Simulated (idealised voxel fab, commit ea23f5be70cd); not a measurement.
The process module that follows is named voxel trench capacitor.
Square cells of 5 nm make up the cross-section cut, whose width is 270 nm.
In this document a cross-section is written as a grid of square cells. It is given as a series of bands, listed from the top down, and a band is one or more rows of cells.
The entry gives the band's vertical extent as a top height and a bottom height in nm, then its horizontal make-up as materials from left to right, each with a width in nm. "blank" stands for empty space; a single material marked "edge to edge" fills the band edge to edge.
Counting heights begins at 0, where everything beneath is, in the wafer as received, one material. The lowest band has no bottom; it goes on downwards, as "z 0 and below" shows.
A width such as "30->40" changes by the same amount from each row of cells to the next, from the band's top row to its bottom row.
The cross-section has no changed cell in any step marked "no change occurred".
Entry "Enclosed internal voids" = empty spaces >= 8 cells with no open way to the top; each as width x height at distance, distance from left edge, all nm.
Anything after a step's settings on that line? It's the simulator's own note about the step.
If you see "overlay nm" on a step's line and that step has a mask, it's telling you how far right of where it was planned the mask ended up; a negative number means it went left instead.
Steps planned for the process:
1,RECEIVE with material Si
2,CONFORMAL_DEP with material SiN, thk nm 5
3,PATTERN with tone open, mask id TRENCH, material resist, width nm 25, pitch nm 50, thk nm 20, overlay nm -15
4,DIRECTIONAL_ETCH with etch materials SiN, depth nm 5
5,DIRECTIONAL_ETCH with etch materials Si, depth nm 40
6,STRIP with etch materials resist
7,CONFORMAL_DEP with material SiO2, thk nm 5
8,FILL_DEP with material polySi, thk nm 5
9,CMP with height nm 5
The plan's step 3 overlay nm is the first wafer's value; the wafers differ in this setting and start identical.
As-received cross-section, first of several wafers, post step 1:
- z 0 and below: Si edge to edge
- Enclosed internal voids: none
At the end of the module, after its last step, step 9, the first of several wafers appears in cross-section as follows:
- z 5 to 0: SiN=55  SiO2=5  polySi=15  SiO2=5  SiN=25  SiO2=5  polySi=15  SiO2=5  SiN=25  SiO2=5  polySi=15  SiO2=5  SiN=90
- z 0 to -35: Si=55  SiO2=5  polySi=15  SiO2=5  Si=25  SiO2=5  polySi=15  SiO2=5  Si=25  SiO2=5  polySi=15  SiO2=5  Si=90
- z -35 to -40: Si=55  SiO2=25  Si=25  SiO2=25  Si=25  SiO2=25  Si=90
- z -40 and below: Si edge to edge
- Enclosed internal voids: none
Final wafer cross-section at module end:
- z 5 to 0: SiN=85  SiO2=5  polySi=15  SiO2=5  SiN=25  SiO2=5  polySi=15  SiO2=5  SiN=25  SiO2=5  polySi=15  SiO2=5  SiN=60
- z 0 to -35: Si=85  SiO2=5  polySi=15  SiO2=5  Si=25  SiO2=5  polySi=15  SiO2=5  Si=25  SiO2=5  polySi=15  SiO2=5  Si=60
- z -35 to -40: Si=85  SiO2=25  Si=25  SiO2=25  Si=25  SiO2=25  Si=60
- z -40 and below: Si edge to edge
- Enclosed internal voids: none
Here is how to read the rows: every wafer has a row, and it shows the wafer at the end of the module, giving for each material how many cells were gained (+) or lost (-) since the wafer was received, then listing its closed voids:
overlay nm -15 | -120 Si | +39 SiN | +63 SiO2 | +72 polySi | Enclosed internal voids: none
overlay nm -10 | -120 Si | +39 SiN | +63 SiO2 | +72 polySi | Enclosed internal voids: none
overlay nm -5 | -120 Si | +39 SiN | +63 SiO2 | +72 polySi | Enclosed internal voids: none
overlay nm 0 | -120 Si | +39 SiN | +63 SiO2 | +72 polySi | Enclosed internal voids: none
overlay nm 5 | -120 Si | +39 SiN | +63 SiO2 | +72 polySi | Enclosed internal voids: none
overlay nm 10 | -120 Si | +39 SiN | +63 SiO2 | +72 polySi | Enclosed internal voids: none
overlay nm 15 | -120 Si | +39 SiN | +63 SiO2 | +72 polySi | Enclosed internal voids: none
